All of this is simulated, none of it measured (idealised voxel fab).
Documented hereafter: the process module known as voxel spacer lines.
We display cut, a cross-section 205 nm in width whose square cells are each 5 nm.
Throughout this document, each cross-section is represented as a grid of square cells and is presented as a sequence of bands enumerated from the top downward, where a band comprises one or more rows of cells.
Band: top height; bottom height; in nm. Then, left to right: material with width in nm, for each material. "full width": a single material spanning edge to edge. "air": empty space.
Below 0: as-received wafer, all one material; heights counted from there. Lowest band: no bottom, goes on down, written "0 down".
Per-row width for "30->40": begins at first number (top row of band), ends at second number (bottom row), increment between rows held constant.
What does "changes: none" mean for a step? It means no cell of the cross-section changed in that step.
Voids not open to the top, 8 cells minimum: see "Enclosed cavities". Written width x height at distance; distance is from the left edge; nm.
The remark found on a step's line after its settings is issued by the simulator itself and pertains to that step.
The line of a step may include "overlay nm". On a step with a mask, this value is how far to the right of its planned place the mask lay. A negative value means the mask lay to the left.
Intended process steps:
1,RECEIVE [material Si]
2,CONFORMAL_DEP [material Al2O3] [thk nm 10]
3,DIRECTIONAL_DEP [material W] [thk nm 15]
4,DIRECTIONAL_DEP [material aC] [thk nm 20]
5,PATTERN [tone cover] [mask id MANDREL] [material resist] [width nm 15] [pitch nm 50] [thk nm 25] [overlay nm 0]
6,DIRECTIONAL_ETCH [etch materials aC] [depth nm 20]
7,STRIP [etch materials resist]
8,CONFORMAL_DEP [material SiO2] [thk nm 10]
9,DIRECTIONAL_ETCH [etch materials SiO2] [depth nm 10]
10,STRIP [etch materials aC]
11,DIRECTIONAL_ETCH [etch materials W] [depth nm 15]
12,STRIP [etch materials SiO2]
13,FILL_DEP [material SiO2] [thk nm 10]
14,CMP [height nm 25]
First wafer of two (run as planned):
This is the cross-section of the wafer as we received it, i.e. after step 1:
0 down  Si full width
Enclosed cavities: none
Cross-sectional representation of the wafer at the conclusion of step 2:
10 to 0  Al2O3 full width
All layers under 0 are left as they were.
Cross-sectional representation of the wafer at the conclusion of step 3:
25 to 10  W full width
All layers under 10 are left as they were.
Cross-sectional representation of the wafer at the conclusion of step 4:
45 to 25  aC full width
All layers under 25 are left as they were.
Cross-sectional representation of the wafer at the conclusion of step 5:
70 to 45  70 nm air | 15 nm resist | 35 nm air | 15 nm resist | 70 nm air
All layers under 45 are left as they were.
Cross-sectional representation of the wafer at the conclusion of step 6:
50 to 45  70 nm air | 15 nm resist | 35 nm air | 15 nm resist | 70 nm air
45 to 25  70 nm air | 15 nm aC | 35 nm air | 15 nm aC | 70 nm air
All layers under 25 are left as they were.
Cross-sectional representation of the wafer at the conclusion of step 7:
45 to 25  70 nm air | 15 nm aC | 35 nm air | 15 nm aC | 70 nm air
All layers under 25 are left as they were.
Cross-sectional representation of the wafer at the conclusion of step 8:
55 to 45  60 nm air | 35 nm SiO2 | 15 nm air | 35 nm SiO2 | 60 nm air
45 to 35  60 nm air | 10 nm SiO2 | 15 nm aC | 10 nm SiO2 | 15 nm air | 10 nm SiO2 | 15 nm aC | 10 nm SiO2 | 60 nm air
35 to 25  70 nm SiO2 | 15 nm aC | 35 nm SiO2 | 15 nm aC | 70 nm SiO2
All layers under 25 are left as they were.
Cross-sectional representation of the wafer at the conclusion of step 9:
45 to 25  60 nm air | 10 nm SiO2 | 15 nm aC | 10 nm SiO2 | 15 nm air | 10 nm SiO2 | 15 nm aC | 10 nm SiO2 | 60 nm air
All layers under 25 are left as they were.
Cross-sectional representation of the wafer at the conclusion of step 10:
45 to 25  60 nm air | 10 nm SiO2 | 15 nm air | 10 nm SiO2 | 15 nm air | 10 nm SiO2 | 15 nm air | 10 nm SiO2 | 60 nm air
All layers under 25 are left as they were.
Cross-sectional representation of the wafer at the conclusion of step 11:
45 to 25  60 nm air | 10 nm SiO2 | 15 nm air | 10 nm SiO2 | 15 nm air | 10 nm SiO2 | 15 nm air | 10 nm SiO2 | 60 nm air
25 to 10  60 nm air | 10 nm W | 15 nm air | 10 nm W | 15 nm air | 10 nm W | 15 nm air | 10 nm W | 60 nm air
All layers under 10 are left as they were.
Cross-sectional representation of the wafer at the conclusion of step 12:
25 to 10  60 nm air | 10 nm W | 15 nm air | 10 nm W | 15 nm air | 10 nm W | 15 nm air | 10 nm W | 60 nm air
All layers under 10 are left as they were.
Cross-sectional representation of the wafer at the conclusion of step 13:
35 to 25  SiO2 full width
25 to 10  60 nm SiO2 | 10 nm W | 15 nm SiO2 | 10 nm W | 15 nm SiO2 | 10 nm W | 15 nm SiO2 | 10 nm W | 60 nm SiO2
All layers under 10 are left as they were.
Cross-sectional representation of the wafer at the conclusion of step 14:
25 to 10  60 nm SiO2 | 10 nm W | 15 nm SiO2 | 10 nm W | 15 nm SiO2 | 10 nm W | 15 nm SiO2 | 10 nm W | 60 nm SiO2
All layers under 10 are left as they were.
Wafer two of the pair: same origin, same plan, one error during the run; identical to wafer one up to and including step 4:
Cross-section of the second wafer corresponding to the planned conclusion of step 5:
70 to 45  70 nm air | 20 nm resist | 30 nm air | 20 nm resist | 65 nm air
All layers under 45 are left as they were.
Cross-section of the second wafer corresponding to the planned conclusion of step 6:
50 to 45  70 nm air | 20 nm resist | 30 nm air | 20 nm resist | 65 nm air
45 to 25  70 nm air | 20 nm aC | 30 nm air | 20 nm aC | 65 nm air
All layers under 25 are left as they were.
Cross-section of the second wafer corresponding to the planned conclusion of step 7:
45 to 25  70 nm air | 20 nm aC | 30 nm air | 20 nm aC | 65 nm air
All layers under 25 are left as they were.
Cross-section of the second wafer corresponding to the planned conclusion of step 8:
55 to 45  60 nm air | 40 nm SiO2 | 10 nm air | 40 nm SiO2 | 55 nm air
45 to 35  60 nm air | 10 nm SiO2 | 20 nm aC | 10 nm SiO2 | 10 nm air | 10 nm SiO2 | 20 nm aC | 10 nm SiO2 | 55 nm air
35 to 25  70 nm SiO2 | 20 nm aC | 30 nm SiO2 | 20 nm aC | 65 nm SiO2
All layers under 25 are left as they were.
Cross-section of the second wafer corresponding to the planned conclusion of step 9:
45 to 25  60 nm air | 10 nm SiO2 | 20 nm aC | 10 nm SiO2 | 10 nm air | 10 nm SiO2 | 20 nm aC | 10 nm SiO2 | 55 nm air
All layers under 25 are left as they were.
Cross-section of the second wafer corresponding to the planned conclusion of step 10:
45 to 25  60 nm air | 10 nm SiO2 | 20 nm air | 10 nm SiO2 | 10 nm air | 10 nm SiO2 | 20 nm air | 10 nm SiO2 | 55 nm air
All layers under 25 are left as they were.
Cross-section of the second wafer corresponding to the planned conclusion of step 11:
45 to 25  60 nm air | 10 nm SiO2 | 20 nm air | 10 nm SiO2 | 10 nm air | 10 nm SiO2 | 20 nm air | 10 nm SiO2 | 55 nm air
25 to 10  60 nm air | 10 nm W | 20 nm air | 10 nm W | 10 nm air | 10 nm W | 20 nm air | 10 nm W | 55 nm air
All layers under 10 are left as they were.
Cross-section of the second wafer corresponding to the planned conclusion of step 12:
25 to 10  60 nm air | 10 nm W | 20 nm air | 10 nm W | 10 nm air | 10 nm W | 20 nm air | 10 nm W | 55 nm air
All layers under 10 are left as they were.
Cross-section of the second wafer corresponding to the planned conclusion of step 13:
35 to 25  SiO2 full width
25 to 10  60 nm SiO2 | 10 nm W | 20 nm SiO2 | 10 nm W | 10 nm SiO2 | 10 nm W | 20 nm SiO2 | 10 nm W | 55 nm SiO2
All layers under 10 are left as they were.
Cross-section of the second wafer corresponding to the planned conclusion of step 14:
25 to 10  60 nm SiO2 | 10 nm W | 20 nm SiO2 | 10 nm W | 10 nm SiO2 | 10 nm W | 20 nm SiO2 | 10 nm W | 55 nm SiO2
All layers under 10 are left as they were.
Finding, execution versus plan: step 5 ran with different settings than intended, the actual operation and settings being PATTERN [tone cover] [mask id MANDREL] [material resist] [width nm 20] [pitch nm 50] [thk nm 25] [overlay nm 0]
at the end the second wafer has, in cells: as many of each material as the first, in other places
